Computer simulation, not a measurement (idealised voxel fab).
Process module under the name voxel self aligned vias
Cross-sectional view cut (width: 270 nm; square cell size: 5 nm).
Square cells in a grid make up a cross-section in this document, and the grid is given as bands, listed from the top down, each one or more rows of cells. Per band: top height and bottom height in nm, followed by the left-to-right materials and their widths in nm; "all across" marks a single material spanning edge to edge, "air" marks empty space. A quick word on heights: they are counted from 0, and under that level the wafer as it came to us is one material throughout. The lowest band is different from the rest in having no bottom; it simply continues downward, written as in "z 0 and below". Quick explanation for "30..40": the width changes in equal steps down the rows of cells, from the first number in the band's top row to the second number in its bottom row. Where a step carries "left unchanged", the cross-section came out of it unchanged, cell for cell. "Sealed void list" means: voids of 8 cells or more that are shut off from the top with no open way through. Written width x height at distance, distance from the left edge, in nm. The remark found on a step's line after its settings is issued by the simulator itself and pertains to that step. overlay nm: for a step with a mask, the amount by which the mask lay right of where it was planned; a negative amount means left of it.

### Listed below are the process steps as planned
1 RECEIVE (material Si)
2 CONFORMAL_DEP (material SiO2; thk nm 15)
3 CONFORMAL_DEP (material SiCN; thk nm 5)
4 DIRECTIONAL_DEP (material lowk; thk nm 30)
5 MASKED_ETCH (tone open; mask id LINES; width nm 25; pitch nm 75; etch materials lowk; depth nm 30; overlay nm 0)
6 CONFORMAL_DEP (material TiN; thk nm 5)
7 FILL_DEP (material W; thk nm 10)
8 CMP (height nm 50)
9 SELECTIVE_ETCH (etch materials W Ru TiN; depth nm 5)
10 FILL_DEP (material SiN; thk nm 5)
11 CMP (height nm 50)
12 DIRECTIONAL_DEP (material lowk; thk nm 15)
13 MASKED_ETCH (tone open; mask id VIAS; width nm 45; pitch nm 75; etch materials lowk; depth nm 15; overlay nm -15)
14 MASKED_ETCH (tone open; mask id VIAS; width nm 45; pitch nm 75; etch materials SiN; depth nm 5; overlay nm 0)
15 CONFORMAL_DEP (material TiN; thk nm 5)
16 FILL_DEP (material Cu; thk nm 10)
17 CMP (height nm 65)
18 CONFORMAL_DEP (material SiN; thk nm 5)
The value of overlay nm given for step 13 in the plan refers to the first wafer; the wafers vary in this setting and are alike at the start.

### Cross-section of the first of several received wafers, showing its state after step 1
	z 0 and below | Si all across
	Sealed void list: none

### Cross-section of the first of several wafers, taken after step 18, where the module ends
	z 70 to 65 | SiN all across
	z 65 to 55 | 20 of lowk, then 5 of TiN, then 35 of Cu, then 5 of TiN, then 30 of lowk, then 5 of TiN, then 35 of Cu, then 5 of TiN, then 30 of lowk, then 5 of TiN, then 35 of Cu, then 5 of TiN, then 55 of lowk
	z 55 to 50 | 20 of lowk, then 30 of TiN, then 10 of Cu, then 5 of TiN, then 30 of lowk, then 30 of TiN, then 10 of Cu, then 5 of TiN, then 30 of lowk, then 30 of TiN, then 10 of Cu, then 5 of TiN, then 55 of lowk
	z 50 to 45 | 45 of lowk, then 20 of TiN, then 5 of SiN, then 50 of lowk, then 20 of TiN, then 5 of SiN, then 50 of lowk, then 20 of TiN, then 5 of SiN, then 50 of lowk
	z 45 to 25 | 45 of lowk, then 5 of TiN, then 15 of W, then 5 of TiN, then 50 of lowk, then 5 of TiN, then 15 of W, then 5 of TiN, then 50 of lowk, then 5 of TiN, then 15 of W, then 5 of TiN, then 50 of lowk
	z 25 to 20 | 45 of lowk, then 25 of TiN, then 50 of lowk, then 25 of TiN, then 50 of lowk, then 25 of TiN, then 50 of lowk
	z 20 to 15 | SiCN all across
	z 15 to 0 | SiO2 all across
	z 0 and below | Si all across
	Sealed void list: none

### Last-wafer cross-section at the end of the module
	z 70 to 65 | SiN all across
	z 65 to 55 | 50 of lowk, then 5 of TiN, then 35 of Cu, then 5 of TiN, then 30 of lowk, then 5 of TiN, then 35 of Cu, then 5 of TiN, then 30 of lowk, then 5 of TiN, then 35 of Cu, then 5 of TiN, then 25 of lowk
	z 55 to 50 | 50 of lowk, then 5 of TiN, then 10 of Cu, then 30 of TiN, then 30 of lowk, then 5 of TiN, then 10 of Cu, then 30 of TiN, then 30 of lowk, then 5 of TiN, then 10 of Cu, then 30 of TiN, then 25 of lowk
	z 50 to 45 | 45 of lowk, then 5 of SiN, then 20 of TiN, then 50 of lowk, then 5 of SiN, then 20 of TiN, then 50 of lowk, then 5 of SiN, then 20 of TiN, then 50 of lowk
	z 45 to 25 | 45 of lowk, then 5 of TiN, then 15 of W, then 5 of TiN, then 50 of lowk, then 5 of TiN, then 15 of W, then 5 of TiN, then 50 of lowk, then 5 of TiN, then 15 of W, then 5 of TiN, then 50 of lowk
	z 25 to 20 | 45 of lowk, then 25 of TiN, then 50 of lowk, then 25 of TiN, then 50 of lowk, then 25 of TiN, then 50 of lowk
	z 20 to 15 | SiCN all across
	z 15 to 0 | SiO2 all across
	z 0 and below | Si all across
	Sealed void list: none

### Rows = wafers. At module end, each row lists per material the cells gained (+) or lost (-) since the wafer was received, then the closed voids
overlay nm -15; +48 Cu; +54 SiCN; +57 SiN; +162 SiO2; +84 TiN; +36 W; +315 lowk; Sealed void list: none
overlay nm -10; +51 Cu; +54 SiCN; +54 SiN; +162 SiO2; +84 TiN; +36 W; +315 lowk; Sealed void list: none
overlay nm -5; +51 Cu; +54 SiCN; +54 SiN; +162 SiO2; +84 TiN; +36 W; +315 lowk; Sealed void list: none
overlay nm 0; +51 Cu; +54 SiCN; +54 SiN; +162 SiO2; +84 TiN; +36 W; +315 lowk; Sealed void list: none
overlay nm 5; +51 Cu; +54 SiCN; +54 SiN; +162 SiO2; +84 TiN; +36 W; +315 lowk; Sealed void list: none
overlay nm 10; +51 Cu; +54 SiCN; +54 SiN; +162 SiO2; +84 TiN; +36 W; +315 lowk; Sealed void list: none
overlay nm 15; +48 Cu; +54 SiCN; +57 SiN; +162 SiO2; +84 TiN; +36 W; +315 lowk; Sealed void list: none
